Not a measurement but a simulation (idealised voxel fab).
The process module presented herein is designated voxel transistor to metal.
Each square cell in cross-section cut measures 5 nm, and the section as a whole is 180 nm wide.
Cross-section layout: square cells on a grid; listed as bands, top to bottom; a band spans one or more cell rows. Heads up on the band format: heights come first, top then bottom, in nm. After that it's the materials left to right, each with its width in nm. A single material flagged "throughout" fills the whole band edge to edge, and "empty" means there's empty space there. All heights in this document are referenced to 0, defined as the level beneath which the wafer, as received, consists entirely of one material. The lowest band is not bounded below; it extends indefinitely downward and is written in the form "0 down". So if you see something like "30->40" for the width, read it as the top row of the band sitting at the first number and the bottom row at the second, with every row in between moving by the same amount as the last. Step marked "same as before"? Then no cell in the cross-section changed in it. Listed in "Closed internal voids": every empty space of 8 or more cells without an open way to the top. Form: width x height at distance, the distance being from the left edge, all in nm. Anything after a step's settings on that line? It's the simulator's own note about the step. overlay nm: on a step with a mask, how far right of its planned place the mask lay; negative means left.

List of planned process steps:
1) RECEIVE: material Si
2) OXIDIZE: depth nm 5
3) CONFORMAL_DEP: material SiN, thk nm 10
4) PATTERN: tone cover, mask id ACTIVE, material resist, width nm 95, thk nm 15, overlay nm 0
5) DIRECTIONAL_ETCH: etch materials SiN, depth nm 10
6) DIRECTIONAL_ETCH: etch materials SiO2, depth nm 5
7) DIRECTIONAL_ETCH: etch materials Si, depth nm 25
8) STRIP: etch materials resist
9) OXIDIZE: depth nm 5
10) FILL_DEP: material SiO2, thk nm 15
11) CMP: height nm 10
12) SELECTIVE_ETCH: etch materials SiO2, depth nm 5
13) STRIP: etch materials SiN
14) SELECTIVE_ETCH: etch materials SiO2, depth nm 5
15) OXIDIZE: depth nm 5
16) DIRECTIONAL_DEP: material polySi, thk nm 20
17) DIRECTIONAL_DEP: material SiCN, thk nm 10
18) MASKED_ETCH: tone cover, mask id GATE, width nm 15, etch materials SiCN, depth nm 20, overlay nm 0
19) MASKED_ETCH: tone cover, mask id GATE, width nm 15, etch materials polySi, depth nm 30, overlay nm 0
20) CONFORMAL_DEP: material SiO2, thk nm 5
21) DIRECTIONAL_ETCH: etch materials SiO2, depth nm 5
22) CONFORMAL_DEP: material SiN, thk nm 10
23) DIRECTIONAL_ETCH: etch materials SiN, depth nm 10
24) DIRECTIONAL_ETCH: etch materials SiO2, depth nm 5
25) DIRECTIONAL_ETCH: etch materials Si, depth nm 15
26) EPI: material nSi, thk nm 20
27) FILL_DEP: material SiO2, thk nm 5
28) CMP: height nm 25
29) DIRECTIONAL_DEP: material SiO2, thk nm 10
30) PATTERN: tone open, mask id CONTACT, material resist, width nm 25, pitch nm 50, thk nm 15, overlay nm 0
31) DIRECTIONAL_ETCH: etch materials SiO2, depth nm 25
32) STRIP: etch materials resist
33) CONFORMAL_DEP: material TiN, thk nm 5
34) FILL_DEP: material Ru, thk nm 5
35) CMP: height nm 35
36) CONFORMAL_DEP: material SiN, thk nm 5
37) DIRECTIONAL_DEP: material lowk, thk nm 20
38) PATTERN: tone open, mask id METAL_1, material resist, width nm 15, pitch nm 60, thk nm 20, overlay nm 0
39) DIRECTIONAL_ETCH: etch materials lowk, depth nm 20
40) DIRECTIONAL_ETCH: etch materials SiN, depth nm 5
41) STRIP: etch materials resist
42) CONFORMAL_DEP: material TiN, thk nm 5
43) FILL_DEP: material W, thk nm 5
44) CMP: height nm 60
45) CONFORMAL_DEP: material SiCN, thk nm 5
The plan's step 19 width nm is the first wafer's value; the wafers differ in this setting and start identical.

As received, i.e. after step 1: cross-section through the first of several wafers:
> 0 down  Si throughout
> Closed internal voids: none

wafer rows; end of module; cells per material since receipt: (+) gained, (-) lost; then closed voids:
width nm 15; +12 Ru; -185 Si; +42 SiCN; +58 SiN; +303 SiO2; +48 TiN; +8 W; +120 lowk; +50 nSi; +12 polySi; Closed internal voids: none
width nm 20; +11 Ru; -182 Si; +42 SiCN; +58 SiN; +304 SiO2; +48 TiN; +8 W; +120 lowk; +43 nSi; +16 polySi; Closed internal voids: none
width nm 25; +10 Ru; -179 Si; +42 SiCN; +58 SiN; +305 SiO2; +48 TiN; +8 W; +120 lowk; +36 nSi; +20 polySi; Closed internal voids: none
width nm 30; +10 Ru; -176 Si; +42 SiCN; +58 SiN; +306 SiO2; +47 TiN; +8 W; +120 lowk; +29 nSi; +24 polySi; Closed internal voids: none
